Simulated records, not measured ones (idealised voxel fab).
Process module under the name voxel ribs on slabs
Square cell edge 5 nm, section width 210 nm, ID cut.
A cross-section is written here as square cells arranged in a grid, and it is given in bands from the top down, each band taking up one or more rows of cells.
In this notation a band is specified by the heights of its top and bottom, in that order and in nm, after which its materials appear from left to right, each paired with its width in nm. The word "everywhere" attached to a single material means that material fills the band from edge to edge; the word "blank" stands for empty space.
Heads up on the height convention: 0 is the point under which the incoming wafer is all one material, and the lowest band has no bottom, it just keeps going down, like "0 -> down".
Top row gets the first number, bottom row gets the second, and each row in between changes by the same step: that is how a band width like "30 to 40" works.
For the purposes of this document, the phrase "remained unchanged" attached to a step denotes that no cell within the cross-section was modified by that step.
In "Sealed cavities" the enclosed voids are listed, meaning empty spaces of 8 cells or larger without any opening to the top. The form is width x height at distance, distance from the left edge, units nm.
Post-settings text on a step line: simulator's own remark regarding the step.
overlay nm: where the mask lay relative to plan, measured to the right, on steps with a mask; negatives go left.
[Below is the list of planned process steps]
1 RECEIVE: material Si
2 DIRECTIONAL_DEP: material SiO2, thk nm 20
3 DIRECTIONAL_DEP: material SiN, thk nm 20
4 PATTERN: tone cover, mask id RIB, material resist, width nm 30, thk nm 20, overlay nm 0
5 DIRECTIONAL_ETCH: etch materials SiN, depth nm 15
6 STRIP: etch materials resist
7 PATTERN: tone cover, mask id SLAB, material resist, width nm 90, thk nm 20, overlay nm 0
8 DIRECTIONAL_ETCH: etch materials SiN, depth nm 5
9 STRIP: etch materials resist
10 FILL_DEP: material SiO2, thk nm 15
11 CMP: height nm 50
12 DIRECTIONAL_DEP: material W, thk nm 5
13 PATTERN: tone cover, mask id HEATER, material resist, width nm 40, thk nm 20, overlay nm 0
14 DIRECTIONAL_ETCH: etch materials W, depth nm 5
15 STRIP: etch materials resist
16 CONFORMAL_DEP: material SiN, thk nm 5
[Received-state cross-section, reflecting completion of step 1]
    0 -> down | Si everywhere
    Sealed cavities: none
[First wafer of two, sectioned at end of module; run went per plan]
    60 -> 55 | 80 nm blank; 50 nm SiN; 80 nm blank
    55 -> 50 | 85 nm SiN; 40 nm W; 85 nm SiN
    50 -> 40 | SiO2 everywhere
    40 -> 25 | 90 nm SiO2; 30 nm SiN; 90 nm SiO2
    25 -> 20 | 60 nm SiO2; 90 nm SiN; 60 nm SiO2
    20 -> 0 | SiO2 everywhere
    0 -> down | Si everywhere
    Sealed cavities: none
[Wafer two (of two), end-of-module cross-section: start = wafer one, plan = wafer one, one run mistake]
    60 -> 55 | 80 nm blank; 50 nm SiN; 80 nm blank
    55 -> 50 | 85 nm SiN; 40 nm W; 85 nm SiN
    50 -> 20 | SiO2 everywhere
    20 -> 0 | SiN everywhere
    0 -> down | Si everywhere
    Sealed cavities: none
What went wrong in running the wafer? steps 2 and 3 of the plan were each performed in the slot designated for the other
Per the end-of-run cell counts, the second wafer holds more or fewer of some materials than the first: SiN: 132 more, SiO2: 132 fewer
